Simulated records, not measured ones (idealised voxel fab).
process module | voxel self aligned contacts
cross-section cut | 230 nm wide | cells 5 nm
A cross-section is a grid of square cells, given in bands from the top down. A band is one or more rows of cells.
Each band's line starts with the height of the band's top and of its bottom, in nm. Then come its materials from left to right, each with its width in nm. One material with "throughout" fills the band from edge to edge. "air" is empty space.
Height 0 is the level under which the wafer as received is all one material. The lowest band goes on downwards, as in "0 down".
A width such as "30 to 40" changes by the same amount from each row of cells to the next, from the band's top row to its bottom row.
"no change" after a step means that no cell of the cross-section changed.
closed voids: empty space of 8 cells or more with no open way to the top, each as width x height at its distance from the left edge, in nm
after a step's settings: what the simulator itself notes on the step
overlay nm, on a step with a mask: how far to the right of its planned place the mask lay; to the left if negative
plan
1 op RECEIVE | material Si
2 op CONFORMAL_DEP | material SiO2 | thk nm 5
3 op DIRECTIONAL_DEP | material polySi | thk nm 20
4 op DIRECTIONAL_DEP | material SiN | thk nm 15
5 op DIRECTIONAL_DEP | material aC | thk nm 15
6 op PATTERN | tone cover | mask id GATE | material resist | width nm 25 | pitch nm 50 | thk nm 30 | overlay nm 0
7 op DIRECTIONAL_ETCH | etch materials aC | depth nm 15
8 op STRIP | etch materials resist
9 op DIRECTIONAL_ETCH | etch materials SiN | depth nm 15
10 op DIRECTIONAL_ETCH | etch materials polySi | depth nm 20
11 op STRIP | etch materials aC
12 op CONFORMAL_DEP | material SiN | thk nm 5
13 op DIRECTIONAL_ETCH | etch materials SiN | depth nm 5
14 op FILL_DEP | material SiO2 | thk nm 15
15 op CMP | height nm 50
16 op PATTERN | tone open | mask id CONTACT | material resist | width nm 35 | thk nm 15 | overlay nm 0
17 op DIRECTIONAL_ETCH | etch materials SiO2 | depth nm 50
18 op STRIP | etch materials resist
19 op CONFORMAL_DEP | material TiN | thk nm 5
20 op FILL_DEP | material Ru | thk nm 10
21 op CMP | height nm 50
22 op CONFORMAL_DEP | material SiN | thk nm 5
as received, after step 1
  0 down: Si throughout
  closed voids: none
a wafer at the end: this start, this plan, one mistake
  55 to 50: SiN throughout
  50 to 45: SiO2 95 | TiN 5 | Ru 25 | TiN 5 | SiO2 100
  45 to 40: SiO2 95 | TiN 35 | SiO2 100
  40 to 25: Ru throughout
  25 to 5: polySi throughout
  5 to 0: SiO2 throughout
  0 down: Si throughout
  closed voids: none
what went wrong: step 4 ran as: op DIRECTIONAL_DEP | material Ru | thk nm 15
